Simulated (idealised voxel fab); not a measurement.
Presented below is a process module, voxel tone inversion.
The cross-section on display is named cut; it measures 175 nm wide, and its cells are 5 nm squares.
We lay out every cross-section as a grid of square cells and spell it out in bands from the top down, where one band means one or more rows of cells. A band entry consists of two parts. The first gives the height of the band's top and the height of its bottom, in nm. The rest lists the band's materials from left to right, each with its width in nm. A single material labelled with the word "everywhere" fills the band from edge to edge, and the word "empty" marks empty space. Heights from 0 (as-received wafer is one material below). Bottom band endless downward, as "0 and below". The expression "30..40" gives the width at the extremes of the band, the first number at its top row of cells and the second at its bottom row, with the width changing by equal amounts from each row to the next in between. Step note "nothing changed" = no cross-section cell changed. "Sealed void listing" specifies each empty space that is not open to the top and that occupies no fewer than 8 cells, using the form width x height at distance, the distance measured from the left edge and all three quantities in nm. Anything after a step's settings on that line? It's the simulator's own note about the step. The setting "overlay nm" may be written on the line of a step. When the step uses a mask, the value reports how far to the right of the planned place the mask lay, and a negative value reports that it lay to the left.

These are the steps we planned for the process
1 RECEIVE, material Si
2 CONFORMAL_DEP, material SiN, thk nm 5
3 DIRECTIONAL_DEP, material aC, thk nm 20
4 PATTERN, tone cover, mask id POSTS, material resist, width nm 25, pitch nm 40, thk nm 25, overlay nm 0
5 DIRECTIONAL_ETCH, etch materials aC, depth nm 20
6 STRIP, etch materials resist
7 FILL_DEP, material SiO2, thk nm 10
8 CMP, height nm 25
9 STRIP, etch materials aC
10 CONFORMAL_DEP, material TiN, thk nm 5
11 FILL_DEP, material Cu, thk nm 5
12 CMP, height nm 25
13 CONFORMAL_DEP, material SiN, thk nm 5

Shown in cross-section is the wafer as received, that is, as it stands after step 1
> 0 and below | Si everywhere
> Sealed void listing: none

Post-module cross-section: identical start and plan to those above, one misstep in execution
> 30 down to 20 | SiN everywhere
> 20 down to 0 | aC everywhere
> 0 and below | Si everywhere
> Sealed void listing: none
Here's what went sideways: plan vs actual: 2 and 3 interchanged
